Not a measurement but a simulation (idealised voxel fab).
A process module follows: voxel lift off.
Shown is cross-section cut, with a width of 295 nm and square cells of size 5 nm.
Format of a cross-section: grid, square cells. Given as bands. Order: top down. Band: one or more rows of cells. Quick guide to a band line: top height, bottom height (nm) up front; then every material left to right with its width in nm. Only one material and it's marked "edge to edge"? Then it fills the band edge to edge. And "empty" just means empty space. Heights are expressed relative to 0, this being the level below which the as-received wafer comprises one material exclusively. The lowest band is unbounded in the downward direction and is denoted as in "0 and below". When a width is written as two numbers, as in "30..40", the first number is the width in the top row of cells of the band and the second is the width in its bottom row, and the width changes by the same amount from each row to the next. "all unchanged" (step): cross-section cells unchanged, all of them. The entry titled "Unvented voids" provides the empty spaces that have no open way to the top, restricted to those of 8 cells or more. Each is presented as width x height at distance, the distance being measured from the left edge, with all three in nm. Where a step's line continues beyond its settings, the continuation is a remark by the simulator itself on that step. A step's line can hold "overlay nm"; with a mask on that step, the setting says how far right of the planned place the mask lay, while a negative setting says it lay to the left.

Process steps - plan
- 1: RECEIVE with material Si
- 2: CONFORMAL_DEP with material SiN, thk nm 5
- 3: PATTERN with tone open, mask id LINES, material resist, width nm 25, pitch nm 55, thk nm 30, overlay nm 0
- 4: DIRECTIONAL_DEP with material Ru, thk nm 15
- 5: STRIP with etch materials resist
- 6: CONFORMAL_DEP with material SiN, thk nm 10

Cross-section of the wafer at receipt, which is the condition after step 1
* 0 and below | Si edge to edge
* Unvented voids: none

Final cross-section, module run with one mistake (start and plan as above)
* 30 down to 20 | empty 45  SiN 45  empty 10  SiN 45  empty 10  SiN 45  empty 10  SiN 45  empty 40
* 20 down to 15 | empty 45  SiN 10  Ru 25  SiN 10  empty 10  SiN 10  Ru 25  SiN 10  empty 10  SiN 10  Ru 25  SiN 10  empty 10  SiN 10  Ru 25  SiN 10  empty 40
* 15 down to 5 | SiN 55  Ru 25  SiN 30  Ru 25  SiN 30  Ru 25  SiN 30  Ru 25  SiN 50
* 5 down to 0 | SiN edge to edge
* 0 and below | Si edge to edge
* Unvented voids: none
Which mistake was made when the wafer was run? step 3 off recipe, ran as PATTERN with tone open, mask id LINES, material resist, width nm 25, pitch nm 55, thk nm 30, overlay nm 5
